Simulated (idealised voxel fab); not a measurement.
Documented hereafter: the process module known as voxel trench capacitor.
cross-section cut | 145 nm wide | cells 5 nm
A cross-section is written here as square cells arranged in a grid, and it is given in bands from the top down, each band taking up one or more rows of cells.
Within each band entry, the heights of the top and of the bottom of the band appear first, in that order and in nm; the materials of the band then follow from left to right, each with its corresponding width in nm. The designation "edge to edge" on a single material indicates that it fills the band from edge to edge; the designation "air" indicates empty space.
Heights are reckoned from 0. Under this level, the received wafer is all of one material. The bottommost band is open-ended downward, for example "0 down".
Note: "30..40" means the width goes from the first number (top row of the band) to the second number (bottom row) in equal steps per row of cells.
It should be understood that the words "nothing was modified", when stated for a given step, signify that the cross-section underwent no change in any of its cells during that step.
The list in "Closed void listing" covers empty spaces of 8 cells or more that cannot reach the top through any open way, and it gives each as width x height at distance; the distance is from the left edge, and width, height and distance are in nm.
Step line, after settings: the simulator's comment on this step.
overlay nm: for a step with a mask, the amount by which the mask lay right of where it was planned; a negative amount means left of it.

## These are the steps we planned for the process
1. RECEIVE,material Si
2. CONFORMAL_DEP,material SiN,thk nm 10
3. MASKED_ETCH,tone open,mask id TRENCH,width nm 30,pitch nm 45,etch materials SiN,depth nm 10,overlay nm 0
4. MASKED_ETCH,tone open,mask id TRENCH,width nm 20,pitch nm 45,etch materials Si,depth nm 25,overlay nm 0
5. CONFORMAL_DEP,material Al2O3,thk nm 5
6. CONFORMAL_DEP,material TiN,thk nm 5
7. FILL_DEP,material W,thk nm 10
8. CMP,height nm 10
Heads up: all these wafers start the same, and what changes between them is the width nm in step 4. The value you see in the plan is just what the first wafer got.

## Received wafers, first of several: cross-section after step 1
	0 down = Si edge to edge
	Closed void listing: none

## So in this table every wafer gets its own row, and what you see is where it stands at the end of the module: for each material, how many cells it picked up (+) or gave up (-) since we received it, and after that its closed voids
width nm 20, +36 Al2O3, -40 Si, +34 SiN, +28 TiN, Closed void listing: none
width nm 25, +36 Al2O3, -50 Si, +34 SiN, +28 TiN, +10 W, Closed void listing: none
width nm 30, +36 Al2O3, -60 Si, +34 SiN, +28 TiN, +20 W, Closed void listing: none
